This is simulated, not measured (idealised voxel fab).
Documented hereafter: the process module known as voxel self aligned vias.
Section shown: cut. Width: 185 nm. Cell size: 5 nm, square.
Square cells in a grid make up a cross-section in this document, and the grid is given as bands, listed from the top down, each one or more rows of cells.
First you get the band's top height and its bottom height, in nm, and then the materials it's made of, left to right, with each width in nm. If you see a single material with "everywhere", that one covers the band edge to edge. "blank" is empty space.
Heights are reckoned from 0. Under this level, the received wafer is all of one material. The bottommost band is open-ended downward, for example "0 -> down".
Quick explanation for "30..40": the width changes in equal steps down the rows of cells, from the first number in the band's top row to the second number in its bottom row.
The cross-section has no changed cell in any step marked "no alteration".
Closed-off voids of 8+ cells (no open route to the top) go in "Sealed-off cavities", written width x height at distance from the left edge, in nm.
That trailing text on a step's line, after the settings, is the simulator's own remark on the step.
"overlay nm", when on a step's line for a step with a mask, measures how far to the right of its planned place the mask lay; a negative measure means to the left.

List of planned process steps
1) RECEIVE with material Si
2) CONFORMAL_DEP with material SiO2, thk nm 10
3) CONFORMAL_DEP with material SiCN, thk nm 5
4) DIRECTIONAL_DEP with material SiO2, thk nm 25
5) MASKED_ETCH with tone open, mask id LINES, width nm 20, pitch nm 70, etch materials SiO2, depth nm 25, overlay nm 0
6) CONFORMAL_DEP with material TiN, thk nm 5
7) FILL_DEP with material Ru, thk nm 10
8) CMP with height nm 40
9) SELECTIVE_ETCH with etch materials W Ru TiN, depth nm 10
10) FILL_DEP with material SiN, thk nm 10
11) CMP with height nm 40
12) DIRECTIONAL_DEP with material SiO2, thk nm 15
13) DIRECTIONAL_DEP with material aC, thk nm 10
14) PATTERN with tone open, mask id VIAS, material resist, width nm 40, pitch nm 70, thk nm 25, overlay nm 0
15) DIRECTIONAL_ETCH with etch materials aC, depth nm 10
16) STRIP with etch materials resist
17) DIRECTIONAL_ETCH with etch materials SiO2, depth nm 15
18) DIRECTIONAL_ETCH with etch materials SiN, depth nm 10
19) STRIP with etch materials aC
20) CONFORMAL_DEP with material TiN, thk nm 5
21) FILL_DEP with material Ru, thk nm 5
22) CMP with height nm 55
23) CONFORMAL_DEP with material SiN, thk nm 5

Cross-section of the wafer at receipt, which is the condition after step 1
0 -> down | Si everywhere
Sealed-off cavities: none

Cross-section, first of two wafers, end of module, run as planned
60 -> 55 | SiN everywhere
55 -> 45 | 35 SiO2; 5 TiN; 30 Ru; 5 TiN; 30 SiO2; 5 TiN; 30 Ru; 5 TiN; 40 SiO2
45 -> 35 | 35..45 SiO2; 15..5 TiN; 10 Ru; 15..5 TiN; 30..50 SiO2; 15..5 TiN; 10 Ru; 15..5 TiN; 40..50 SiO2
35 -> 30 | 45 SiO2; 20 TiN; 50 SiO2; 20 TiN; 50 SiO2
30 -> 20 | 45 SiO2; 5 TiN; 10 Ru; 5 TiN; 50 SiO2; 5 TiN; 10 Ru; 5 TiN; 50 SiO2
20 -> 15 | 45 SiO2; 20 TiN; 50 SiO2; 20 TiN; 50 SiO2
15 -> 10 | SiCN everywhere
10 -> 0 | SiO2 everywhere
0 -> down | Si everywhere
Sealed-off cavities: none

Second wafer through the module, sectioned at the end: same beginning and same plan as the first wafer, with one mistake in carrying it out
60 -> 55 | SiN everywhere
55 -> 40 | 35 SiO2; 5 TiN; 30 Ru; 5 TiN; 30 SiO2; 5 TiN; 30 Ru; 5 TiN; 40 SiO2
40 -> 35 | 35 SiN; 15 TiN; 10 Ru; 15 TiN; 30 SiN; 15 TiN; 10 Ru; 15 TiN; 40 SiN
35 -> 30 | 45 SiO2; 20 TiN; 50 SiO2; 20 TiN; 50 SiO2
30 -> 15 | 45 SiO2; 5 TiN; 10 Ru; 5 TiN; 50 SiO2; 5 TiN; 10 Ru; 5 TiN; 50 SiO2
15 -> 10 | 45 SiO2; 20 TiN; 50 SiO2; 20 TiN; 50 SiO2
10 -> 0 | SiO2 everywhere
0 -> down | Si everywhere
Sealed-off cavities: none
In executing the process, a mistake was made relative to the plan: step 3 of the plan was excluded from execution and never run
Materials where the second wafer ends with more or fewer cells than the first: 12 more of Ru | 37 fewer of SiCN | 21 more of SiN | 4 more of TiN
